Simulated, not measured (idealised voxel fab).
Presented below is a process module, voxel wiring stack.
Xsec cut, 185 nm wide, square cell size 5 nm.
Cross-section, as written here: a square-cell grid given band by band from the top down, where a band holds one or more rows of cells.
Quick guide to a band line: top height, bottom height (nm) up front; then every material left to right with its width in nm. Only one material and it's marked "throughout"? Then it fills the band edge to edge. And "empty" just means empty space.
The reference from which all heights are counted is 0, the level beneath which the as-received wafer is entirely one material; the lowest band, having no lower bound, proceeds downward and is written after the example "0 down".
The expression "30 to 40" gives the width at the extremes of the band, the first number at its top row of cells and the second at its bottom row, with the width changing by equal amounts from each row to the next in between.
Basically "remained unchanged" means that step didn't change any cell in the cross-section.
What "Enclosed internal cavities" gives you is every empty space of 8 cells or more that is cut off from the top. Each appears as width x height at distance, with the distance taken from the left edge and width, height and distance all in nm.
Note: text after step settings on the step line = simulator remark on that step.
Regarding "overlay nm": on a step with a mask, it is the distance the mask lay to the right of its planned place; a negative value places it to the left.

List of planned process steps
1. RECEIVE [material Si]
2. CONFORMAL_DEP [material SiO2] [thk nm 15]
3. DIRECTIONAL_DEP [material TiN] [thk nm 5]
4. DIRECTIONAL_DEP [material W] [thk nm 25]
5. DIRECTIONAL_DEP [material aC] [thk nm 10]
6. PATTERN [tone cover] [mask id METAL_1] [material resist] [width nm 25] [pitch nm 55] [thk nm 30] [overlay nm 0]
7. DIRECTIONAL_ETCH [etch materials aC] [depth nm 10]
8. STRIP [etch materials resist]
9. DIRECTIONAL_ETCH [etch materials W] [depth nm 25]
10. DIRECTIONAL_ETCH [etch materials TiN] [depth nm 5]
11. STRIP [etch materials aC]
12. CONFORMAL_DEP [material SiN] [thk nm 5]
13. FILL_DEP [material lowk] [thk nm 5]
14. CMP [height nm 45]
15. CONFORMAL_DEP [material SiCN] [thk nm 5]
16. DIRECTIONAL_DEP [material lowk] [thk nm 20]
17. DIRECTIONAL_DEP [material aC] [thk nm 10]
18. PATTERN [tone open] [mask id PLUG_1] [material resist] [width nm 15] [pitch nm 110] [thk nm 25] [overlay nm 0]
19. DIRECTIONAL_ETCH [etch materials aC] [depth nm 10]
20. STRIP [etch materials resist]
21. DIRECTIONAL_ETCH [etch materials lowk] [depth nm 20]
22. DIRECTIONAL_ETCH [etch materials SiCN] [depth nm 5]
23. STRIP [etch materials aC]
24. CONFORMAL_DEP [material TiN] [thk nm 5]
25. FILL_DEP [material W] [thk nm 5]
26. CMP [height nm 70]
27. CONFORMAL_DEP [material SiN] [thk nm 5]
28. DIRECTIONAL_DEP [material lowk] [thk nm 15]
29. MASKED_ETCH [tone open] [mask id METAL_2] [width nm 25] [pitch nm 55] [etch materials lowk] [depth nm 15] [overlay nm 0]
30. MASKED_ETCH [tone open] [mask id METAL_2] [width nm 25] [pitch nm 55] [etch materials SiN] [depth nm 5] [overlay nm 0]
31. CONFORMAL_DEP [material TiN] [thk nm 5]
32. FILL_DEP [material Cu] [thk nm 10]
33. CMP [height nm 90]
34. EPI [material Ru] [thk nm 5]
35. FILL_DEP [material SiCN] [thk nm 5]
36. DIRECTIONAL_DEP [material lowk] [thk nm 10]
37. PATTERN [tone open] [mask id PLUG_2] [material resist] [width nm 15] [pitch nm 55] [thk nm 15] [overlay nm 0]
38. DIRECTIONAL_ETCH [etch materials lowk] [depth nm 10]
39. DIRECTIONAL_ETCH [etch materials SiCN] [depth nm 5]
40. STRIP [etch materials resist]
41. CONFORMAL_DEP [material TiN] [thk nm 5]
42. FILL_DEP [material W] [thk nm 10]
43. CMP [height nm 110]
44. CONFORMAL_DEP [material SiCN] [thk nm 5]
45. DIRECTIONAL_DEP [material lowk] [thk nm 15]
46. MASKED_ETCH [tone open] [mask id METAL_3] [width nm 25] [pitch nm 55] [etch materials lowk] [depth nm 15] [overlay nm 0]
47. MASKED_ETCH [tone open] [mask id METAL_3] [width nm 25] [pitch nm 55] [etch materials SiCN] [depth nm 5] [overlay nm 0]
48. CONFORMAL_DEP [material TiN] [thk nm 5]
49. FILL_DEP [material Ru] [thk nm 10]
50. CMP [height nm 130]
51. EPI [material Ru] [thk nm 5]
52. FILL_DEP [material SiCN] [thk nm 5]

As-received state of the wafer in cross-section, equivalent to post-step 1
> 0 down | Si throughout
> Enclosed internal cavities: none

Cross-sectional result after module completion. Note: starting condition and plan are unchanged from above; one processing mistake was made
> 140 to 135 | SiCN throughout
> 135 to 130 | 20 SiCN  35 Ru  20 SiCN  35 Ru  20 SiCN  35 Ru  20 SiCN
> 130 to 115 | 25 lowk  5 TiN  15 Ru  5 TiN  30 lowk  5 TiN  15 Ru  5 TiN  30 lowk  5 TiN  15 Ru  5 TiN  25 lowk
> 115 to 110 | 25 SiCN  25 TiN  30 SiCN  25 TiN  30 SiCN  25 TiN  25 SiCN
> 110 to 100 | 25 lowk  5 TiN  5 W  5 TiN  40 lowk  5 TiN  5 W  5 TiN  40 lowk  5 TiN  5 W  5 TiN  35 lowk
> 100 to 95 | 25 SiCN  15 TiN  40 SiCN  15 TiN  40 SiCN  15 TiN  35 SiCN
> 95 to 90 | 20 SiCN  35 Ru  20 SiCN  35 Ru  20 SiCN  35 Ru  20 SiCN
> 90 to 75 | 25 lowk  5 TiN  15 Cu  5 TiN  30 lowk  5 TiN  15 Cu  5 TiN  30 lowk  5 TiN  15 Cu  5 TiN  25 lowk
> 75 to 70 | 25 SiN  25 TiN  30 SiN  25 TiN  30 SiN  25 TiN  25 SiN
> 70 to 50 | 25 lowk  5 TiN  5 W  5 TiN  95 lowk  5 TiN  5 W  5 TiN  35 lowk
> 50 to 45 | 25 SiCN  15 TiN  95 SiCN  15 TiN  35 SiCN
> 45 to 20 | 20 lowk  5 SiN  30 W  5 SiN  15 lowk  5 SiN  30 W  5 SiN  15 lowk  5 SiN  30 W  5 SiN  15 lowk
> 20 to 15 | 25 SiN  30 TiN  25 SiN  30 TiN  25 SiN  30 TiN  20 SiN
> 15 to 0 | SiO2 throughout
> 0 down | Si throughout
> Enclosed internal cavities: none
Against the plan, the run slipped here: step 6 was processed under conditions differing from the plan, specifically as PATTERN [tone cover] [mask id METAL_1] [material resist] [width nm 30] [pitch nm 55] [thk nm 30] [overlay nm 0]
